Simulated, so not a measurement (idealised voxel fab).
Presented below is a process module, voxel self aligned vias.
We display cut, a cross-section 190 nm in width whose square cells are each 5 nm.
A cross-section is a grid of square cells, given in bands from the top down. A band is one or more rows of cells.
Per band: top height and bottom height in nm, followed by the left-to-right materials and their widths in nm; "all across" marks a single material spanning edge to edge, "air" marks empty space.
All heights in this document are referenced to 0, defined as the level beneath which the wafer, as received, consists entirely of one material. The lowest band is not bounded below; it extends indefinitely downward and is written in the form "from 0 down".
The width entry "30 to 40" should be interpreted row by row: the top row of cells in the band takes the first number, the bottom row takes the second number, and the change between adjacent rows is uniform throughout.
The designation "remains unaltered", where it is given for a processing step, indicates that no cell of the cross-section was altered in the course of that step.
In "Cavities, sealed" the enclosed voids are listed, meaning empty spaces of 8 cells or larger without any opening to the top. The form is width x height at distance, distance from the left edge, units nm.
If you see something after the settings on a step's line, that's the simulator's own remark about that step.
"overlay nm" answers the question of how far to the right of plan the mask lay on a step that has a mask, and when it is negative the answer is to the left.

Here's what the planned process steps look like:
step 1: RECEIVE,material Si
step 2: CONFORMAL_DEP,material SiO2,thk nm 10
step 3: CONFORMAL_DEP,material SiCN,thk nm 5
step 4: DIRECTIONAL_DEP,material lowk,thk nm 30
step 5: DIRECTIONAL_DEP,material aC,thk nm 10
step 6: PATTERN,tone open,mask id LINES,material resist,width nm 30,pitch nm 80,thk nm 25,overlay nm 0
step 7: DIRECTIONAL_ETCH,etch materials aC,depth nm 10
step 8: STRIP,etch materials resist
step 9: DIRECTIONAL_ETCH,etch materials lowk,depth nm 30
step 10: STRIP,etch materials aC
step 11: CONFORMAL_DEP,material TiN,thk nm 5
step 12: FILL_DEP,material Ru,thk nm 5
step 13: CMP,height nm 45
step 14: SELECTIVE_ETCH,etch materials W Ru TiN,depth nm 10
step 15: FILL_DEP,material SiN,thk nm 5
step 16: CMP,height nm 45
step 17: DIRECTIONAL_DEP,material lowk,thk nm 20
step 18: DIRECTIONAL_DEP,material aC,thk nm 10
step 19: PATTERN,tone open,mask id VIAS,material resist,width nm 50,pitch nm 80,thk nm 25,overlay nm 0
step 20: DIRECTIONAL_ETCH,etch materials aC,depth nm 10
step 21: STRIP,etch materials resist
step 22: DIRECTIONAL_ETCH,etch materials lowk,depth nm 20
step 23: DIRECTIONAL_ETCH,etch materials SiN,depth nm 10
step 24: STRIP,etch materials aC
step 25: CONFORMAL_DEP,material TiN,thk nm 5
step 26: FILL_DEP,material W,thk nm 5
step 27: CMP,height nm 65
step 28: CONFORMAL_DEP,material SiCN,thk nm 5

Wafer as received: cross-section following step 1:
  from 0 down = Si all across
  Cavities, sealed: none

As-planned run: cross-section of the first of two wafers at end of module:
  from 70 to 65 = SiCN all across
  from 65 to 50 = lowk 30; TiN 5; W 40; TiN 5; lowk 30; TiN 5; W 40; TiN 5; lowk 30
  from 50 to 40 = lowk 30 to 40; TiN 15 to 5; W 20; TiN 15 to 5; lowk 30 to 50; TiN 15 to 5; W 20; TiN 15 to 5; lowk 30 to 40
  from 40 to 35 = lowk 40; TiN 30; lowk 50; TiN 30; lowk 40
  from 35 to 20 = lowk 40; TiN 5; Ru 20; TiN 5; lowk 50; TiN 5; Ru 20; TiN 5; lowk 40
  from 20 to 15 = lowk 40; TiN 30; lowk 50; TiN 30; lowk 40
  from 15 to 10 = SiCN all across
  from 10 to 0 = SiO2 all across
  from 0 down = Si all across
  Cavities, sealed: none

This is the second of the two wafers, cross-sectioned at the end of the module; it started exactly like the first and was given the same plan, but it was run with one mistake:
  from 70 to 65 = SiCN all across
  from 65 to 50 = lowk 30; TiN 5; W 40; TiN 5; lowk 30; TiN 5; W 40; TiN 5; lowk 30
  from 50 to 45 = lowk 30; TiN 15; W 20; TiN 15; lowk 30; TiN 15; W 20; TiN 15; lowk 30
  from 45 to 40 = lowk 40; TiN 30; lowk 50; TiN 30; lowk 40
  from 40 to 35 = lowk 40; SiN 30; lowk 50; SiN 30; lowk 40
  from 35 to 20 = lowk 40; TiN 5; Ru 20; TiN 5; lowk 50; TiN 5; Ru 20; TiN 5; lowk 40
  from 20 to 15 = lowk 40; TiN 30; lowk 50; TiN 30; lowk 40
  from 15 to 10 = SiCN all across
  from 10 to 0 = SiO2 all across
  from 0 down = Si all across
  Cavities, sealed: none
Want to know what went wrong? contrary to plan, step 23 was performed as DIRECTIONAL_ETCH,etch materials SiN,depth nm 5
Count the cells at the end and the second wafer has more or fewer of some materials than the first: SiN +12; TiN -4; W -8
